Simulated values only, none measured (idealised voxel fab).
The document below concerns the process module designated voxel spacer lines.
cross-section cut | 225 nm wide | cells 5 nm
Each cross-section below is a grid of square cells, stated as bands in top-down order, with one or more rows of cells making up each band.
In this notation a band is specified by the heights of its top and bottom, in that order and in nm, after which its materials appear from left to right, each paired with its width in nm. The word "all across" attached to a single material means that material fills the band from edge to edge; the word "empty" stands for empty space.
Zero point of the height axis is 0; under it, received wafer = one material. Lowest band: continues down indefinitely, "0 down".
So if you see something like "30->40" for the width, read it as the top row of the band sitting at the first number and the bottom row at the second, with every row in between moving by the same amount as the last.
What does "nothing changed" mean for a step? It means no cell of the cross-section changed in that step.
Empty spaces counting at least 8 cells and having no open way to the top are listed in "Sealed void list". The notation width x height at distance is used for each, the distance being from the left edge and all three values in nm.
Formally, on a step line, whatever follows the settings is a remark that the simulator itself makes on the step.
On any step carrying a mask, the "overlay nm" setting, if present on the step's line, tells how far right of its planned place the mask lay; negative values point to the left.

Planned process steps:
1) RECEIVE,material Si
2) CONFORMAL_DEP,material Al2O3,thk nm 10
3) DIRECTIONAL_DEP,material TiN,thk nm 15
4) DIRECTIONAL_DEP,material polySi,thk nm 20
5) PATTERN,tone cover,mask id MANDREL,material resist,width nm 25,pitch nm 80,thk nm 30,overlay nm 0
6) DIRECTIONAL_ETCH,etch materials polySi,depth nm 20
7) STRIP,etch materials resist
8) CONFORMAL_DEP,material SiO2,thk nm 15
9) DIRECTIONAL_ETCH,etch materials SiO2,depth nm 15
10) STRIP,etch materials polySi
11) DIRECTIONAL_ETCH,etch materials TiN,depth nm 15
12) STRIP,etch materials SiO2
13) FILL_DEP,material lowk,thk nm 10
14) CMP,height nm 25

Cross-section of the wafer upon arrival, representing the state reached after step 1:
* 0 down = Si all across
* Sealed void list: none

Figure: cross-sectional view of the wafer upon completion of the module, processed from the initial state and according to the plan depicted above, with one error introduced during execution:
* 25 to 10 = lowk 50 nm / TiN 15 nm / lowk 20 nm / TiN 15 nm / lowk 30 nm / TiN 15 nm / lowk 20 nm / TiN 15 nm / lowk 45 nm
* 10 to 0 = Al2O3 all across
* 0 down = Si all across
* Sealed void list: none
Diagnosis: step 5 did not use the planned setting and instead ran as PATTERN,tone cover,mask id MANDREL,material resist,width nm 20,pitch nm 80,thk nm 30,overlay nm 0
